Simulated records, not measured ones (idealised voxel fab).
Process module in this document: voxel trench capacitor
Xsec cut, 255 nm wide, square cell size 5 nm.
Throughout this document, each cross-section is represented as a grid of square cells and is presented as a sequence of bands enumerated from the top downward, where a band comprises one or more rows of cells.
For a band, the entry starts with two heights in nm, that of the top and then that of the bottom, and carries on with the band's materials in order from left to right, each alongside its width in nm; the word "all across" beside a single material means it fills the band edge to edge, and "blank" means empty space.
Where do heights start? At 0: under that level the wafer as delivered is made of one material only. And the lowest band has no floor; it just carries on downward, as in "z 0 and below".
Width: "30..40" (first number = top row, second number = bottom row, same change from row to row of cells).
"stayed the same" after a step means that no cell of the cross-section changed.
"Enclosed void listing" - sealed voids, min. 8 cells, no opening to top; format: width x height at distance (distance from left edge; nm throughout).
Post-settings text on a step line: simulator's own remark regarding the step.
overlay nm: mask right of planned place by this much (step with mask). Neg. = left.

-- Steps in the process plan
step 1: RECEIVE with material Si
step 2: CONFORMAL_DEP with material SiN, thk nm 10
step 3: MASKED_ETCH with tone open, mask id TRENCH, width nm 25, pitch nm 45, etch materials SiN, depth nm 10, overlay nm 0
step 4: MASKED_ETCH with tone open, mask id TRENCH, width nm 25, pitch nm 45, etch materials Si, depth nm 25, overlay nm 0
step 5: CONFORMAL_DEP with material Al2O3, thk nm 5
step 6: CONFORMAL_DEP with material TiN, thk nm 5
step 7: FILL_DEP with material W, thk nm 5
step 8: CMP with height nm 10

-- Wafer at receipt (post step 1), cross-section
z 0 and below = Si all across
Enclosed void listing: none

-- First wafer of two, sectioned at end of module; run went per plan
z 10 to 0 = 45 nm SiN | 5 nm Al2O3 | 5 nm TiN | 5 nm W | 5 nm TiN | 5 nm Al2O3 | 20 nm SiN | 5 nm Al2O3 | 5 nm TiN | 5 nm W | 5 nm TiN | 5 nm Al2O3 | 20 nm SiN | 5 nm Al2O3 | 5 nm TiN | 5 nm W | 5 nm TiN | 5 nm Al2O3 | 20 nm SiN | 5 nm Al2O3 | 5 nm TiN | 5 nm W | 5 nm TiN | 5 nm Al2O3 | 50 nm SiN
z 0 to -15 = 45 nm Si | 5 nm Al2O3 | 5 nm TiN | 5 nm W | 5 nm TiN | 5 nm Al2O3 | 20 nm Si | 5 nm Al2O3 | 5 nm TiN | 5 nm W | 5 nm TiN | 5 nm Al2O3 | 20 nm Si | 5 nm Al2O3 | 5 nm TiN | 5 nm W | 5 nm TiN | 5 nm Al2O3 | 20 nm Si | 5 nm Al2O3 | 5 nm TiN | 5 nm W | 5 nm TiN | 5 nm Al2O3 | 50 nm Si
z -15 to -20 = 45 nm Si | 5 nm Al2O3 | 15 nm TiN | 5 nm Al2O3 | 20 nm Si | 5 nm Al2O3 | 15 nm TiN | 5 nm Al2O3 | 20 nm Si | 5 nm Al2O3 | 15 nm TiN | 5 nm Al2O3 | 20 nm Si | 5 nm Al2O3 | 15 nm TiN | 5 nm Al2O3 | 50 nm Si
z -20 to -25 = 45 nm Si | 25 nm Al2O3 | 20 nm Si | 25 nm Al2O3 | 20 nm Si | 25 nm Al2O3 | 20 nm Si | 25 nm Al2O3 | 50 nm Si
z -25 and below = Si all across
Enclosed void listing: none

-- Cross-sectional image of the second wafer of the two following completion of the module. Starting state and process plan were the same as for the first wafer; one execution error occurred
z 10 to 0 = 45 nm SiN | 5 nm Al2O3 | 5 nm TiN | 5 nm W | 5 nm TiN | 5 nm Al2O3 | 20 nm SiN | 5 nm Al2O3 | 5 nm TiN | 5 nm W | 5 nm TiN | 5 nm Al2O3 | 20 nm SiN | 5 nm Al2O3 | 5 nm TiN | 5 nm W | 5 nm TiN | 5 nm Al2O3 | 20 nm SiN | 5 nm Al2O3 | 5 nm TiN | 5 nm W | 5 nm TiN | 5 nm Al2O3 | 50 nm SiN
z 0 to -5 = 45 nm Si | 5 nm Al2O3 | 5 nm TiN | 5 nm W | 5 nm TiN | 5 nm Al2O3 | 20 nm Si | 5 nm Al2O3 | 5 nm TiN | 5 nm W | 5 nm TiN | 5 nm Al2O3 | 20 nm Si | 5 nm Al2O3 | 5 nm TiN | 5 nm W | 5 nm TiN | 5 nm Al2O3 | 20 nm Si | 5 nm Al2O3 | 5 nm TiN | 5 nm W | 5 nm TiN | 5 nm Al2O3 | 50 nm Si
z -5 to -10 = 45 nm Si | 5 nm Al2O3 | 15 nm TiN | 5 nm Al2O3 | 20 nm Si | 5 nm Al2O3 | 15 nm TiN | 5 nm Al2O3 | 20 nm Si | 5 nm Al2O3 | 15 nm TiN | 5 nm Al2O3 | 20 nm Si | 5 nm Al2O3 | 15 nm TiN | 5 nm Al2O3 | 50 nm Si
z -10 to -15 = 45 nm Si | 25 nm Al2O3 | 20 nm Si | 25 nm Al2O3 | 20 nm Si | 25 nm Al2O3 | 20 nm Si | 25 nm Al2O3 | 50 nm Si
z -15 and below = Si all across
Enclosed void listing: none
Nonconformance to the process plan: not per plan at step 4, really ran MASKED_ETCH with tone open, mask id TRENCH, width nm 25, pitch nm 45, etch materials Si, depth nm 15, overlay nm 0
Wrapping up, a cell-based count of both wafers puts the second over or under the first for these materials: -16 Al2O3 | +40 Si | -16 TiN | -8 W
